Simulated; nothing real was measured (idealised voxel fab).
process module | voxel transistor to metal
cross-section cut | 300 nm wide | cells 5 nm
A cross-section is a grid of square cells, given in bands from the top down. A band is one or more rows of cells.
Each band's line starts with the height of the band's top and of its bottom, in nm. Then come its materials from left to right, each with its width in nm. One material with "throughout" fills the band from edge to edge. "air" is empty space.
Height 0 is the level under which the wafer as received is all one material. The lowest band goes on downwards, as in "0 down".
A width such as "30 to 40" changes by the same amount from each row of cells to the next, from the band's top row to its bottom row.
"no change" after a step means that no cell of the cross-section changed.
closed voids: empty space of 8 cells or more with no open way to the top, each as width x height at its distance from the left edge, in nm
after a step's settings: what the simulator itself notes on the step
overlay nm, on a step with a mask: how far to the right of its planned place the mask lay; to the left if negative
plan
1 op RECEIVE | material Si
2 op OXIDIZE | depth nm 5
3 op CONFORMAL_DEP | material SiN | thk nm 10
4 op DIRECTIONAL_DEP | material aC | thk nm 15
5 op PATTERN | tone cover | mask id ACTIVE | material resist | width nm 105 | pitch nm 135 | thk nm 35 | overlay nm 0
6 op DIRECTIONAL_ETCH | etch materials aC | depth nm 15
7 op STRIP | etch materials resist
8 op DIRECTIONAL_ETCH | etch materials SiN | depth nm 10
9 op DIRECTIONAL_ETCH | etch materials SiO2 | depth nm 5
10 op DIRECTIONAL_ETCH | etch materials Si | depth nm 30
11 op STRIP | etch materials aC
12 op FILL_DEP | material SiO2 | thk nm 15
13 op CMP | height nm 10
14 op SELECTIVE_ETCH | etch materials SiO2 | depth nm 10
15 op STRIP | etch materials SiN
16 op SELECTIVE_ETCH | etch materials SiO2 | depth nm 5
17 op OXIDIZE | depth nm 5
18 op DIRECTIONAL_DEP | material polySi | thk nm 25
19 op DIRECTIONAL_DEP | material SiCN | thk nm 15
20 op MASKED_ETCH | tone cover | mask id GATE | width nm 15 | pitch nm 135 | etch materials SiCN | depth nm 25 | overlay nm 0
21 op MASKED_ETCH | tone cover | mask id GATE | width nm 25 | pitch nm 135 | etch materials polySi | depth nm 35 | overlay nm 0
22 op CONFORMAL_DEP | material SiN | thk nm 5
23 op DIRECTIONAL_ETCH | etch materials SiN | depth nm 5
24 op DIRECTIONAL_ETCH | etch materials SiO2 | depth nm 5
25 op DIRECTIONAL_ETCH | etch materials Si | depth nm 15
26 op EPI | material SiGe | thk nm 15
27 op FILL_DEP | material SiO2 | thk nm 10
28 op CMP | height nm 20
29 op STRIP | etch materials polySi
30 op SELECTIVE_ETCH | etch materials SiO2 | depth nm 5
31 op CONFORMAL_DEP | material HfO2 | thk nm 5
32 op CONFORMAL_DEP | material TiN | thk nm 5
33 op FILL_DEP | material W | thk nm 5
34 op CMP | height nm 15
35 op DIRECTIONAL_DEP | material SiO2 | thk nm 10
36 op DIRECTIONAL_DEP | material aC | thk nm 10
37 op PATTERN | tone open | mask id CONTACT | material resist | width nm 15 | thk nm 25 | overlay nm 0
38 op DIRECTIONAL_ETCH | etch materials aC | depth nm 10
39 op STRIP | etch materials resist
40 op DIRECTIONAL_ETCH | etch materials SiO2 | depth nm 35
41 op STRIP | etch materials aC
42 op CONFORMAL_DEP | material TiN | thk nm 5
43 op FILL_DEP | material W | thk nm 10
44 op CMP | height nm 25
45 op CONFORMAL_DEP | material SiN | thk nm 5
46 op DIRECTIONAL_DEP | material lowk | thk nm 20
47 op MASKED_ETCH | tone open | mask id METAL_1 | width nm 15 | etch materials lowk | depth nm 20 | overlay nm 0
48 op MASKED_ETCH | tone open | mask id METAL_1 | width nm 15 | etch materials SiN | depth nm 5 | overlay nm 0
49 op CONFORMAL_DEP | material TiN | thk nm 5
50 op FILL_DEP | material W | thk nm 5
51 op CMP | height nm 50
52 op CONFORMAL_DEP | material SiCN | thk nm 5
53 op DIRECTIONAL_DEP | material lowk | thk nm 30
54 op PATTERN | tone open | mask id METAL_2 | material resist | width nm 15 | pitch nm 135 | thk nm 20 | overlay nm 0
55 op DIRECTIONAL_ETCH | etch materials lowk | depth nm 20
56 op STRIP | etch materials resist
57 op PATTERN | tone open | mask id METAL_2_HOLES | material resist | width nm 15 | pitch nm 135 | thk nm 20 | overlay nm 0
58 op DIRECTIONAL_ETCH | etch materials lowk | depth nm 10
59 op DIRECTIONAL_ETCH | etch materials SiCN | depth nm 5
60 op STRIP | etch materials resist
61 op CONFORMAL_DEP | material TiN | thk nm 5
62 op FILL_DEP | material Ru | thk nm 5
63 op CMP | height nm 85
64 op CONFORMAL_DEP | material SiCN | thk nm 5
varied across the wafers: width nm of step 20. The plan shows the first wafer's value. All wafers start alike
first wafer as received, after step 1
  0 down: Si throughout
  closed voids: none
each wafer at the end: cells of each material gained (+) or lost (-) since it was received, then its closed voids
width nm 15 | +30 HfO2 | +12 Ru | -294 Si | +114 SiCN | +120 SiGe | +64 SiN | +320 SiO2 | +152 TiN | +46 W | +516 lowk | closed voids: none
width nm 20 | +30 HfO2 | +12 Ru | -294 Si | +114 SiCN | +120 SiGe | +64 SiN | +320 SiO2 | +152 TiN | +46 W | +516 lowk | closed voids: none
width nm 25 | +30 HfO2 | +12 Ru | -294 Si | +114 SiCN | +120 SiGe | +64 SiN | +320 SiO2 | +152 TiN | +46 W | +516 lowk | closed voids: none
width nm 30 | +32 HfO2 | +12 Ru | -288 Si | +114 SiCN | +114 SiGe | +64 SiN | +316 SiO2 | +154 TiN | +46 W | +516 lowk | closed voids: none
width nm 35 | +34 HfO2 | +12 Ru | -282 Si | +114 SiCN | +108 SiGe | +64 SiN | +312 SiO2 | +156 TiN | +46 W | +516 lowk | closed voids: none
width nm 40 | +36 HfO2 | +12 Ru | -276 Si | +114 SiCN | +102 SiGe | +64 SiN | +308 SiO2 | +152 TiN | +52 W | +516 lowk | closed voids: none
